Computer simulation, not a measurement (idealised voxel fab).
A process module follows: voxel released beams.
Shown is cross-section cut, with a width of 200 nm and square cells of size 5 nm.
When this document writes out a cross-section, it uses a grid of square cells and lists it as bands, beginning at the top and moving down, with a band standing for one or more rows of cells. First you get the band's top height and its bottom height, in nm, and then the materials it's made of, left to right, with each width in nm. If you see a single material with "edge to edge", that one covers the band edge to edge. "empty" is empty space. Height is counted from the level 0, under which the received wafer is composed throughout of one material. The lowest of the bands is not closed at the bottom but continues downward, in the notation "0 down". The notation "30 to 40" denotes a width that varies across the rows of cells in the band, beginning at the first number in the top row, finishing at the second number in the bottom row, and changing by an identical amount from each row to the next. "nothing got changed" after a step means that no cell of the cross-section changed. If an empty space has no open way to the top and is at least 8 cells in size, "Closed empty spaces" lists it, written width x height at distance, where distance is measured from the left edge and every value is in nm. Where a step's line continues beyond its settings, the continuation is a remark by the simulator itself on that step. overlay nm: where the mask lay relative to plan, measured to the right, on steps with a mask; negatives go left.
-- List of planned process steps
- 1: RECEIVE | material Si
- 2: CONFORMAL_DEP | material SiN | thk nm 5
- 3: DIRECTIONAL_DEP | material SiO2 | thk nm 20
- 4: MASKED_ETCH | tone open | mask id ANCHOR | width nm 35 | etch materials SiO2 | depth nm 20 | overlay nm 0
- 5: CONFORMAL_DEP | material TiN | thk nm 15
- 6: DIRECTIONAL_DEP | material aC | thk nm 15
- 7: PATTERN | tone cover | mask id BEAM | material resist | width nm 90 | thk nm 30 | overlay nm 0
- 8: DIRECTIONAL_ETCH | etch materials aC | depth nm 15
- 9: STRIP | etch materials resist
- 10: DIRECTIONAL_ETCH | etch materials TiN | depth nm 15
- 11: STRIP | etch materials aC
- 12: STRIP | etch materials SiO2
-- First of the two wafers, run per plan
-- Shown in cross-section is the wafer as received, that is, as it stands after step 1
- 0 down | Si edge to edge
- Closed empty spaces: none
-- Presented here is a cross-section of the wafer after step 2 has been performed
- 5 to 0 | SiN edge to edge
- No changes below 0.
-- Presented here is a cross-section of the wafer after step 3 has been performed
- 25 to 5 | SiO2 edge to edge
- No changes below 5.
-- Presented here is a cross-section of the wafer after step 4 has been performed
- 25 to 5 | SiO2 55, then empty 35, then SiO2 110
- No changes below 5.
-- Presented here is a cross-section of the wafer after step 5 has been performed
- 40 to 25 | TiN 70, then empty 5, then TiN 125
- 25 to 20 | SiO2 55, then TiN 15, then empty 5, then TiN 15, then SiO2 110
- 20 to 5 | SiO2 55, then TiN 35, then SiO2 110
- No changes below 5.
-- Presented here is a cross-section of the wafer after step 6 has been performed
- 55 to 40 | aC 70, then empty 5, then aC 125
- 40 to 35 | TiN 70, then empty 5, then TiN 125
- 35 to 25 | TiN 70, then aC 5, then TiN 125
- 25 to 20 | SiO2 55, then TiN 15, then aC 5, then TiN 15, then SiO2 110
- No changes below 20.
-- Presented here is a cross-section of the wafer after step 7 has been performed
- 85 to 55 | empty 50, then resist 90, then empty 60
- 55 to 40 | aC 70, then resist 5, then aC 125
- 40 to 35 | TiN 70, then resist 5, then TiN 125
- No changes below 35.
-- Presented here is a cross-section of the wafer after step 8 has been performed
- 70 to 55 | empty 50, then resist 90, then empty 60
- 55 to 40 | empty 50, then aC 20, then resist 5, then aC 65, then empty 60
- No changes below 40.
-- Presented here is a cross-section of the wafer after step 9 has been performed
- 55 to 40 | empty 50, then aC 20, then empty 5, then aC 65, then empty 60
- 40 to 35 | TiN 70, then empty 5, then TiN 125
- No changes below 35.
-- Presented here is a cross-section of the wafer after step 10 has been performed
- 55 to 40 | empty 50, then aC 20, then empty 5, then aC 65, then empty 60
- 40 to 35 | empty 50, then TiN 20, then empty 5, then TiN 65, then empty 60
- 35 to 25 | empty 50, then TiN 20, then aC 5, then TiN 65, then empty 60
- No changes below 25.
-- Presented here is a cross-section of the wafer after step 11 has been performed
- 40 to 25 | empty 50, then TiN 20, then empty 5, then TiN 65, then empty 60
- 25 to 20 | SiO2 55, then TiN 15, then empty 5, then TiN 15, then SiO2 110
- No changes below 20.
-- Presented here is a cross-section of the wafer after step 12 has been performed
- 40 to 25 | empty 50, then TiN 20, then empty 5, then TiN 65, then empty 60
- 25 to 20 | empty 55, then TiN 15, then empty 5, then TiN 15, then empty 110
- 20 to 5 | empty 55, then TiN 35, then empty 110
- No changes below 5.
-- The second wafer began exactly as the first did and followed the same plan, but one mistake was made while running it; through step 11 inclusive, the two wafers are identical
-- Cross-section of the second wafer corresponding to the planned conclusion of step 12
- 25 to 5 | SiO2 55, then empty 35, then SiO2 110
- No changes below 5.
Against the plan, the run slipped here: step 12 did not use the planned setting and instead ran as STRIP | etch materials TiN
Looking at both finished wafers in cells, the second ends up ahead of or behind the first on some materials: SiO2 +132, TiN -78
